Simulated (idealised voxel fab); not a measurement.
process module | voxel transistor to metal
cross-section cut | 195 nm wide | cells 5 nm
A cross-section is a grid of square cells, given in bands from the top down. A band is one or more rows of cells.
Each band's line starts with the height of the band's top and of its bottom, in nm. Then come its materials from left to right, each with its width in nm. One material with "throughout" fills the band from edge to edge. "air" is empty space.
Height 0 is the level under which the wafer as received is all one material. The lowest band goes on downwards, as in "0 down".
A width such as "30 to 40" changes by the same amount from each row of cells to the next, from the band's top row to its bottom row.
"no change" after a step means that no cell of the cross-section changed.
closed voids: empty space of 8 cells or more with no open way to the top, each as width x height at its distance from the left edge, in nm
after a step's settings: what the simulator itself notes on the step
overlay nm, on a step with a mask: how far to the right of its planned place the mask lay; to the left if negative
plan
1 op RECEIVE | material Si
2 op CONFORMAL_DEP | material SiO2 | thk nm 5
3 op CONFORMAL_DEP | material SiN | thk nm 10
4 op DIRECTIONAL_DEP | material aC | thk nm 10
5 op PATTERN | tone cover | mask id ACTIVE | material resist | width nm 115 | thk nm 25 | overlay nm 0
6 op DIRECTIONAL_ETCH | etch materials aC | depth nm 10
7 op STRIP | etch materials resist
8 op DIRECTIONAL_ETCH | etch materials SiN | depth nm 10
9 op DIRECTIONAL_ETCH | etch materials SiO2 | depth nm 5
10 op DIRECTIONAL_ETCH | etch materials Si | depth nm 25
11 op STRIP | etch materials aC
12 op FILL_DEP | material SiO2 | thk nm 5
13 op CMP | height nm 15
14 op SELECTIVE_ETCH | etch materials SiO2 | depth nm 10
15 op STRIP | etch materials SiN
16 op SELECTIVE_ETCH | etch materials SiO2 | depth nm 5
17 op OXIDIZE | depth nm 5
18 op DIRECTIONAL_DEP | material polySi | thk nm 25
19 op DIRECTIONAL_DEP | material SiCN | thk nm 15
20 op MASKED_ETCH | tone cover | mask id GATE | width nm 25 | etch materials SiCN | depth nm 25 | overlay nm 0
21 op MASKED_ETCH | tone cover | mask id GATE | width nm 25 | etch materials polySi | depth nm 35 | overlay nm 0
22 op CONFORMAL_DEP | material SiO2 | thk nm 5
23 op DIRECTIONAL_ETCH | etch materials SiO2 | depth nm 5
24 op CONFORMAL_DEP | material SiN | thk nm 10
25 op DIRECTIONAL_ETCH | etch materials SiN | depth nm 10
26 op DIRECTIONAL_ETCH | etch materials SiO2 | depth nm 5
27 op DIRECTIONAL_ETCH | etch materials Si | depth nm 5
28 op EPI | material SiGe | thk nm 10
29 op FILL_DEP | material SiO2 | thk nm 5
30 op CMP | height nm 25
31 op STRIP | etch materials polySi
32 op SELECTIVE_ETCH | etch materials SiO2 | depth nm 5
33 op CONFORMAL_DEP | material HfO2 | thk nm 5
34 op CONFORMAL_DEP | material TiN | thk nm 5
35 op FILL_DEP | material W | thk nm 5
36 op CMP | height nm 20
37 op DIRECTIONAL_DEP | material SiO2 | thk nm 10
38 op MASKED_ETCH | tone open | mask id CONTACT | width nm 20 | pitch nm 75 | etch materials SiO2 | depth nm 30 | overlay nm 0
39 op CONFORMAL_DEP | material TiN | thk nm 5
40 op FILL_DEP | material W | thk nm 5
41 op CMP | height nm 30
42 op CONFORMAL_DEP | material SiCN | thk nm 5
43 op DIRECTIONAL_DEP | material SiO2 | thk nm 15
44 op DIRECTIONAL_DEP | material aC | thk nm 15
45 op PATTERN | tone open | mask id METAL_1 | material resist | width nm 15 | pitch nm 75 | thk nm 30 | overlay nm 0
46 op DIRECTIONAL_ETCH | etch materials aC | depth nm 15
47 op STRIP | etch materials resist
48 op DIRECTIONAL_ETCH | etch materials SiO2 | depth nm 15
49 op DIRECTIONAL_ETCH | etch materials SiCN | depth nm 5
50 op STRIP | etch materials aC
51 op CONFORMAL_DEP | material TiN | thk nm 5
52 op FILL_DEP | material Ru | thk nm 5
53 op CMP | height nm 50
54 op CONFORMAL_DEP | material SiN | thk nm 5
varied across the wafers: width nm of step 45. The plan shows the first wafer's value. All wafers start alike
first wafer as received, after step 1
  0 down: Si throughout
  closed voids: none
first wafer at the end, after step 54
  55 to 50: SiN throughout
  50 to 35: SiO2 55 | TiN 5 | Ru 5 | TiN 5 | SiO2 60 | TiN 5 | Ru 5 | TiN 5 | SiO2 50
  35 to 30: SiCN 55 | TiN 15 | SiCN 60 | TiN 15 | SiCN 50
  30 to 20: SiO2 50 | TiN 5 | W 10 | TiN 5 | SiO2 55 | TiN 5 | W 10 | TiN 5 | SiO2 50
  20 to 10: SiO2 50 | TiN 5 | W 10 | TiN 5 | SiN 10 | HfO2 5 | TiN 5 | W 15 | TiN 5 | HfO2 5 | SiN 10 | TiN 5 | W 10 | TiN 5 | SiO2 50
  10 to 5: SiO2 50 | TiN 20 | SiN 10 | HfO2 5 | TiN 5 | W 15 | TiN 5 | HfO2 5 | SiN 10 | TiN 20 | SiO2 50
  5 to 0: SiO2 50 | TiN 10 | SiGe 10 | SiN 10 | HfO2 5 | TiN 25 | HfO2 5 | SiN 10 | SiGe 10 | TiN 10 | SiO2 50
  0 to -5: SiO2 35 | SiGe 35 | SiO2 10 | HfO2 35 | SiO2 10 | SiGe 35 | SiO2 35
  -5 to -10: SiO2 40 | SiGe 30 | Si 55 | SiGe 30 | SiO2 40
  -10 to -25: SiO2 40 | Si 115 | SiO2 40
  -25 down: Si throughout
  closed voids: none
last wafer at the end
  55 to 50: SiN throughout
  50 to 35: SiO2 45 | TiN 5 | Ru 25 | TiN 5 | SiO2 40 | TiN 5 | Ru 25 | TiN 5 | SiO2 40
  35 to 30: SiCN 45 | TiN 35 | SiCN 40 | TiN 35 | SiCN 40
  30 to 20: SiO2 50 | TiN 5 | W 10 | TiN 5 | SiO2 55 | TiN 5 | W 10 | TiN 5 | SiO2 50
  20 to 10: SiO2 50 | TiN 5 | W 10 | TiN 5 | SiN 10 | HfO2 5 | TiN 5 | W 15 | TiN 5 | HfO2 5 | SiN 10 | TiN 5 | W 10 | TiN 5 | SiO2 50
  10 to 5: SiO2 50 | TiN 20 | SiN 10 | HfO2 5 | TiN 5 | W 15 | TiN 5 | HfO2 5 | SiN 10 | TiN 20 | SiO2 50
  5 to 0: SiO2 50 | TiN 10 | SiGe 10 | SiN 10 | HfO2 5 | TiN 25 | HfO2 5 | SiN 10 | SiGe 10 | TiN 10 | SiO2 50
  0 to -5: SiO2 35 | SiGe 35 | SiO2 10 | HfO2 35 | SiO2 10 | SiGe 35 | SiO2 35
  -5 to -10: SiO2 40 | SiGe 30 | Si 55 | SiGe 30 | SiO2 40
  -10 to -25: SiO2 40 | Si 115 | SiO2 40
  -25 down: Si throughout
  closed voids: none
each wafer at the end: cells of each material gained (+) or lost (-) since it was received, then its closed voids
width nm 15 | +15 HfO2 | +6 Ru | -115 Si | +33 SiCN | +30 SiGe | +55 SiN | +323 SiO2 | +57 TiN | +25 W | closed voids: none
width nm 20 | +15 HfO2 | +12 Ru | -115 Si | +31 SiCN | +30 SiGe | +55 SiN | +317 SiO2 | +59 TiN | +25 W | closed voids: none
width nm 25 | +15 HfO2 | +18 Ru | -115 Si | +29 SiCN | +30 SiGe | +55 SiN | +311 SiO2 | +61 TiN | +25 W | closed voids: none
width nm 30 | +15 HfO2 | +24 Ru | -115 Si | +27 SiCN | +30 SiGe | +55 SiN | +305 SiO2 | +63 TiN | +25 W | closed voids: none
width nm 35 | +15 HfO2 | +30 Ru | -115 Si | +25 SiCN | +30 SiGe | +55 SiN | +299 SiO2 | +65 TiN | +25 W | closed voids: none
